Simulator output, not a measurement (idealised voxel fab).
Presented below is a process module, voxel tone inversion.
Section cut is 255 nm wide and gridded with 5 nm square cells.
Cross-sections here: square-cell grids, written as top-down lists of bands, a band being one or more rows of cells. Heights first: top, then bottom, in nm. Then materials, left to right, each with a width in nm. "all across" on a single material: fills the band edge to edge. "air": empty space. Note: height 0 marks the level under which the wafer is uniformly one material as received. Lowest band unbounded below, written "0 -> down". Read "30->40" as a graded width: first number on top, second number at the bottom, same change between each pair of neighbouring rows. It should be understood that the words "no change occurred", when stated for a given step, signify that the cross-section underwent no change in any of its cells during that step. You'll see "Catalogued sealed voids" listing empty spaces that have no way open to the top, as long as they're 8 cells or more; the notation is width x height at distance, where the distance is from the left edge, and all of it is in nm. What comes after the settings on a step's line is commentary from the simulator itself on that step. overlay nm: on a step with a mask, how far right of its planned place the mask lay; negative means left.

**Below is the list of planned process steps**
1) RECEIVE, material Si
2) CONFORMAL_DEP, material SiN, thk nm 5
3) DIRECTIONAL_DEP, material aC, thk nm 25
4) PATTERN, tone cover, mask id POSTS, material resist, width nm 15, pitch nm 35, thk nm 35, overlay nm 0
5) DIRECTIONAL_ETCH, etch materials aC, depth nm 25
6) STRIP, etch materials resist
7) FILL_DEP, material lowk, thk nm 10
8) CMP, height nm 30
9) STRIP, etch materials aC
10) CONFORMAL_DEP, material TiN, thk nm 5
11) FILL_DEP, material Cu, thk nm 10
12) CMP, height nm 30
13) CONFORMAL_DEP, material SiN, thk nm 5
Quick note for whoever runs this: the wafers start identical, but the thk nm at step 10 isn't the same across them. The plan just shows what the first wafer had.

**Step 1 complete: as-received cross-section of the first of several wafers**
- 0 -> down = Si all across
- Catalogued sealed voids: none

**Here's the first of several wafers in cross-section, end of the module, after the last step, step 13**
- 35 -> 30 = SiN all across
- 30 -> 10 = lowk: 100, then TiN: 5, then Cu: 5, then TiN: 5, then lowk: 20, then TiN: 5, then Cu: 5, then TiN: 5, then lowk: 105
- 10 -> 5 = lowk: 100, then TiN: 15, then lowk: 20, then TiN: 15, then lowk: 105
- 5 -> 0 = SiN all across
- 0 -> down = Si all across
- Catalogued sealed voids: none

**End of module: cross-section, last of several wafers**
- 35 -> 30 = SiN all across
- 30 -> 5 = lowk: 100, then TiN: 15, then lowk: 20, then TiN: 15, then lowk: 105
- 5 -> 0 = SiN all across
- 0 -> down = Si all across
- Catalogued sealed voids: none

**Table: wafers, a row each; end-of-module cell change per material since receipt, gain (+), loss (-); then closed voids**
thk nm 5; +8 Cu; +102 SiN; +22 TiN; +225 lowk; Catalogued sealed voids: none
thk nm 10; +102 SiN; +30 TiN; +225 lowk; Catalogued sealed voids: none
thk nm 15; +102 SiN; +30 TiN; +225 lowk; Catalogued sealed voids: none
thk nm 20; +102 SiN; +30 TiN; +225 lowk; Catalogued sealed voids: none
